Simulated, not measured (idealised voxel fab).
The process module presented herein is designated voxel quadruple lines.
In the cross-section labelled cut, the width is 275 nm and each square cell is 5 nm.
How to read a cross-section here: the picture is a grid of square cells, written as bands going from the top down, and any band can span one or more rows of cells.
Basically the band line says how high the top is and how high the bottom is, in nm, and then what's in it from left to right, every material with its width in nm. Empty space shows up as "empty", and if a single material carries "all across" it runs the full band edge to edge.
For the purposes of this specification, 0 denotes the height below which the wafer in its as-received condition is composed wholly of one material, and the lowermost band, lacking a lower limit, extends downward without end, as expressed in "z 0 and below".
Per-row width for "30..40": begins at first number (top row of band), ends at second number (bottom row), increment between rows held constant.
Given "everything unchanged" for a step, no cell of the cross-section differs between before and after that step.
"Enclosed empty spaces": sealed empty spaces, 8 cells or more, no open way to top, listed width x height at distance, with distance from the left edge and width, height and distance in nm.
Whatever follows a step's settings on its line is a remark the simulator itself makes about that step.
On any step carrying a mask, the "overlay nm" setting, if present on the step's line, tells how far right of its planned place the mask lay; negative values point to the left.

**Listed below are the process steps as planned**
1) RECEIVE [material Si]
2) CONFORMAL_DEP [material SiO2] [thk nm 10]
3) DIRECTIONAL_DEP [material Ru] [thk nm 10]
4) DIRECTIONAL_DEP [material polySi] [thk nm 15]
5) DIRECTIONAL_DEP [material aC] [thk nm 25]
6) PATTERN [tone cover] [mask id MANDREL] [material resist] [width nm 25] [thk nm 35] [overlay nm -15]
7) DIRECTIONAL_ETCH [etch materials aC] [depth nm 25]
8) STRIP [etch materials resist]
9) CONFORMAL_DEP [material SiO2] [thk nm 15]
10) DIRECTIONAL_ETCH [etch materials SiO2] [depth nm 15]
11) STRIP [etch materials aC]
12) DIRECTIONAL_ETCH [etch materials polySi] [depth nm 15]
13) STRIP [etch materials SiO2]
14) CONFORMAL_DEP [material SiCN] [thk nm 5]
15) DIRECTIONAL_ETCH [etch materials SiCN] [depth nm 5]
16) STRIP [etch materials polySi]
17) DIRECTIONAL_ETCH [etch materials Ru] [depth nm 10]
18) STRIP [etch materials SiCN]
Keep in mind the plan's value for the overlay nm of step 6 comes from the first wafer; the wafers don't share that setting, but they do share the same starting point.

**The first of several wafers as received, shown in cross-section; this is its state after step 1**
  z 0 and below: Si all across
  Enclosed empty spaces: none

**The cross-section of the first of several wafers is given below for the end of the module, after its final step, step 18**
  z 20 to 10: 90 of empty | 5 of Ru | 15 of empty | 5 of Ru | 15 of empty | 5 of Ru | 15 of empty | 5 of Ru | 120 of empty
  z 10 to 0: SiO2 all across
  z 0 and below: Si all across
  Enclosed empty spaces: none

**Module end, final wafer: cross-section**
  z 20 to 10: 120 of empty | 5 of Ru | 15 of empty | 5 of Ru | 15 of empty | 5 of Ru | 15 of empty | 5 of Ru | 90 of empty
  z 10 to 0: SiO2 all across
  z 0 and below: Si all across
  Enclosed empty spaces: none

**Per wafer (row), end of module: delta in cells per material since receipt, (+) for gained, (-) for lost; closed voids after that**
overlay nm -15 | +8 Ru | +110 SiO2 | Enclosed empty spaces: none
overlay nm -10 | +8 Ru | +110 SiO2 | Enclosed empty spaces: none
overlay nm -5 | +8 Ru | +110 SiO2 | Enclosed empty spaces: none
overlay nm 0 | +8 Ru | +110 SiO2 | Enclosed empty spaces: none
overlay nm 5 | +8 Ru | +110 SiO2 | Enclosed empty spaces: none
overlay nm 10 | +8 Ru | +110 SiO2 | Enclosed empty spaces: none
overlay nm 15 | +8 Ru | +110 SiO2 | Enclosed empty spaces: none
